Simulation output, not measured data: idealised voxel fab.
process module | voxel capacitor over wiring
cross-section cut | 220 nm wide | cells 5 nm
A cross-section is a grid of square cells, given in bands from the top down. A band is one or more rows of cells.
Each band's line starts with the height of the band's top and of its bottom, in nm. Then come its materials from left to right, each with its width in nm. One material with "throughout" fills the band from edge to edge. "air" is empty space.
Height 0 is the level under which the wafer as received is all one material. The lowest band goes on downwards, as in "0 down".
A width such as "30 to 40" changes by the same amount from each row of cells to the next, from the band's top row to its bottom row.
"no change" after a step means that no cell of the cross-section changed.
closed voids: empty space of 8 cells or more with no open way to the top, each as width x height at its distance from the left edge, in nm
after a step's settings: what the simulator itself notes on the step
overlay nm, on a step with a mask: how far to the right of its planned place the mask lay; to the left if negative
plan
1 op RECEIVE | material Si
2 op CONFORMAL_DEP | material SiO2 | thk nm 10
3 op DIRECTIONAL_DEP | material TiN | thk nm 5
4 op DIRECTIONAL_DEP | material W | thk nm 15
5 op DIRECTIONAL_DEP | material aC | thk nm 10
6 op PATTERN | tone cover | mask id METAL_1 | material resist | width nm 20 | pitch nm 70 | thk nm 30 | overlay nm 0
7 op DIRECTIONAL_ETCH | etch materials aC | depth nm 10
8 op STRIP | etch materials resist
9 op DIRECTIONAL_ETCH | etch materials W | depth nm 15
10 op DIRECTIONAL_ETCH | etch materials TiN | depth nm 5
11 op STRIP | etch materials aC
12 op CONFORMAL_DEP | material SiCN | thk nm 5
13 op FILL_DEP | material SiO2 | thk nm 5
14 op CMP | height nm 30
15 op CONFORMAL_DEP | material SiCN | thk nm 5
16 op DIRECTIONAL_DEP | material SiO2 | thk nm 15
17 op MASKED_ETCH | tone open | mask id PLUG_1 | width nm 15 | etch materials SiO2 | depth nm 15 | overlay nm 0
18 op MASKED_ETCH | tone open | mask id PLUG_1 | width nm 15 | etch materials SiCN | depth nm 5 | overlay nm 0
19 op CONFORMAL_DEP | material TiN | thk nm 5
20 op FILL_DEP | material Ru | thk nm 5
21 op CMP | height nm 50
22 op DIRECTIONAL_DEP | material TiN | thk nm 10
23 op DIRECTIONAL_DEP | material HfO2 | thk nm 5
24 op DIRECTIONAL_DEP | material TiN | thk nm 5
25 op PATTERN | tone cover | mask id UPPER_PLATE | material resist | width nm 55 | thk nm 15 | overlay nm 0
26 op DIRECTIONAL_ETCH | etch materials TiN | depth nm 5
27 op DIRECTIONAL_ETCH | etch materials HfO2 | depth nm 5
28 op STRIP | etch materials resist
29 op DIRECTIONAL_DEP | material aC | thk nm 10
30 op PATTERN | tone cover | mask id LOWER_PLATE | material resist | width nm 65 | thk nm 25 | overlay nm 0
31 op DIRECTIONAL_ETCH | etch materials aC | depth nm 10
32 op STRIP | etch materials resist
33 op DIRECTIONAL_ETCH | etch materials TiN | depth nm 10
34 op STRIP | etch materials aC
35 op FILL_DEP | material SiO2 | thk nm 15
36 op CMP | height nm 80
37 op PATTERN | tone open | mask id PLUG_2 | material resist | width nm 15 | thk nm 20 | overlay nm 0
38 op DIRECTIONAL_ETCH | etch materials SiO2 | depth nm 10
39 op STRIP | etch materials resist
40 op CONFORMAL_DEP | material TiN | thk nm 5
41 op FILL_DEP | material Ru | thk nm 10
42 op CMP | height nm 80
43 op CONFORMAL_DEP | material SiN | thk nm 5
as received, after step 1
  0 down: Si throughout
  closed voids: none
first wafer at the end, as planned
  85 to 80: SiN throughout
  80 to 75: SiO2 80 | TiN 5 | Ru 5 | TiN 5 | SiO2 125
  75 to 65: SiO2 80 to 70 | TiN 15 to 55 | SiO2 125 to 95
  65 to 60: SiO2 70 | HfO2 55 | SiO2 95
  60 to 50: SiO2 65 | TiN 65 | SiO2 90
  50 to 35: SiO2 70 | TiN 5 | Ru 5 | TiN 5 | SiO2 135
  35 to 30: SiCN 70 | TiN 15 | SiCN 135
  30 to 15: SiO2 60 | SiCN 5 | W 20 | SiCN 5 | SiO2 40 | SiCN 5 | W 20 | SiCN 5 | SiO2 60
  15 to 10: SiCN 65 | TiN 20 | SiCN 50 | TiN 20 | SiCN 65
  10 to 0: SiO2 throughout
  0 down: Si throughout
  closed voids: none
second wafer at the end: like start, like plan, one mistake
  85 to 80: SiN throughout
  80 to 75: SiO2 80 | TiN 5 | Ru 5 | TiN 5 | SiO2 125
  75 to 65: SiO2 80 to 70 | TiN 15 to 55 | SiO2 125 to 95
  65 to 60: SiO2 70 | HfO2 55 | SiO2 95
  60 to 50: SiO2 65 | TiN 65 | SiO2 90
  50 to 35: SiO2 70 | TiN 5 | Ru 5 | TiN 5 | SiO2 135
  35 to 30: SiCN 70 | TiN 15 | SiCN 135
  30 to 25: SiO2 60 | SiCN 30 | SiO2 40 | SiCN 30 | SiO2 60
  25 to 15: SiO2 60 | SiCN 5 | W 20 | SiCN 5 | SiO2 40 | SiCN 5 | W 20 | SiCN 5 | SiO2 60
  15 to 10: SiCN 65 | W 20 | SiCN 50 | W 20 | SiCN 65
  10 to 0: SiO2 throughout
  0 down: Si throughout
  closed voids: none
what went wrong: step 3 was left out
at the end the second wafer has, in cells: 8 more of SiCN | 8 fewer of TiN
